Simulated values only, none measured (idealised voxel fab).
process module | voxel released beams
cross-section cut | 145 nm wide | cells 5 nm
A cross-section is a grid of square cells, given in bands from the top down. A band is one or more rows of cells.
Each band's line starts with the height of the band's top and of its bottom, in nm. Then come its materials from left to right, each with its width in nm. One material with "throughout" fills the band from edge to edge. "air" is empty space.
Height 0 is the level under which the wafer as received is all one material. The lowest band goes on downwards, as in "0 down".
A width such as "30 to 40" changes by the same amount from each row of cells to the next, from the band's top row to its bottom row.
"no change" after a step means that no cell of the cross-section changed.
closed voids: empty space of 8 cells or more with no open way to the top, each as width x height at its distance from the left edge, in nm
after a step's settings: what the simulator itself notes on the step
overlay nm, on a step with a mask: how far to the right of its planned place the mask lay; to the left if negative
plan
1 op RECEIVE | material Si
2 op CONFORMAL_DEP | material Al2O3 | thk nm 5
3 op DIRECTIONAL_DEP | material SiO2 | thk nm 15
4 op PATTERN | tone open | mask id ANCHOR | material resist | width nm 45 | thk nm 15 | overlay nm 0
5 op DIRECTIONAL_ETCH | etch materials SiO2 | depth nm 15
6 op STRIP | etch materials resist
7 op CONFORMAL_DEP | material W | thk nm 15
8 op MASKED_ETCH | tone cover | mask id BEAM | width nm 95 | etch materials W | depth nm 15 | overlay nm 0
9 op STRIP | etch materials SiO2
as received, after step 1
  0 down: Si throughout
  closed voids: none
a wafer at the end: this start, this plan, one mistake
  30 to 15: air 20 | W 20 | air 15 | W 60 | air 30
  15 to 0: air 25 | W 45 | air 75
  0 down: Si throughout
  closed voids: none
what went wrong: step 2 was left out
